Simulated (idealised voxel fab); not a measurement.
process module | voxel self aligned vias
cross-section cut | 250 nm wide | cells 5 nm
A cross-section is a grid of square cells, given in bands from the top down. A band is one or more rows of cells.
Each band's line starts with the height of the band's top and of its bottom, in nm. Then come its materials from left to right, each with its width in nm. One material with "throughout" fills the band from edge to edge. "air" is empty space.
Height 0 is the level under which the wafer as received is all one material. The lowest band goes on downwards, as in "0 down".
A width such as "30 to 40" changes by the same amount from each row of cells to the next, from the band's top row to its bottom row.
"no change" after a step means that no cell of the cross-section changed.
closed voids: empty space of 8 cells or more with no open way to the top, each as width x height at its distance from the left edge, in nm
after a step's settings: what the simulator itself notes on the step
overlay nm, on a step with a mask: how far to the right of its planned place the mask lay; to the left if negative
plan
1 op RECEIVE | material Si
2 op CONFORMAL_DEP | material SiO2 | thk nm 10
3 op CONFORMAL_DEP | material SiCN | thk nm 5
4 op DIRECTIONAL_DEP | material SiO2 | thk nm 20
5 op PATTERN | tone open | mask id LINES | material resist | width nm 30 | pitch nm 55 | thk nm 15 | overlay nm 0
6 op DIRECTIONAL_ETCH | etch materials SiO2 | depth nm 20
7 op STRIP | etch materials resist
8 op CONFORMAL_DEP | material TiN | thk nm 5
9 op FILL_DEP | material Ru | thk nm 5
10 op CMP | height nm 35
11 op SELECTIVE_ETCH | etch materials W Ru TiN | depth nm 5
12 op FILL_DEP | material SiN | thk nm 10
13 op CMP | height nm 35
14 op DIRECTIONAL_DEP | material SiO2 | thk nm 20
15 op MASKED_ETCH | tone open | mask id VIAS | width nm 40 | pitch nm 55 | etch materials SiO2 | depth nm 20 | overlay nm 0
16 op MASKED_ETCH | tone open | mask id VIAS | width nm 40 | pitch nm 55 | etch materials SiN | depth nm 5 | overlay nm 0
17 op CONFORMAL_DEP | material TiN | thk nm 5
18 op FILL_DEP | material Ru | thk nm 10
19 op CMP | height nm 55
20 op CONFORMAL_DEP | material SiCN | thk nm 5
as received, after step 1
  0 down: Si throughout
  closed voids: none
a wafer at the end: this start, this plan, one mistake
  60 to 55: SiCN throughout
  55 to 40: Ru 45 | TiN 5 | SiO2 40 | TiN 5 | Ru 5 | TiN 5 | SiO2 40 | TiN 5 | Ru 5 | TiN 5 | SiO2 40 | TiN 5 | Ru 45
  40 to 35: TiN 50 | SiO2 40 | TiN 15 | SiO2 40 | TiN 15 | SiO2 40 | TiN 50
  35 to 30: SiO2 55 | SiN 30 | SiO2 25 | SiN 30 | SiO2 25 | SiN 30 | SiO2 55
  30 to 20: SiO2 55 | TiN 5 | Ru 20 | TiN 5 | SiO2 25 | TiN 5 | Ru 20 | TiN 5 | SiO2 25 | TiN 5 | Ru 20 | TiN 5 | SiO2 55
  20 to 15: SiO2 55 | TiN 30 | SiO2 25 | TiN 30 | SiO2 25 | TiN 30 | SiO2 55
  15 to 10: SiCN throughout
  10 to 0: SiO2 throughout
  0 down: Si throughout
  closed voids: none
what went wrong: step 15 ran as: op MASKED_ETCH | tone cover | mask id VIAS | width nm 40 | pitch nm 55 | etch materials SiO2 | depth nm 20 | overlay nm 0
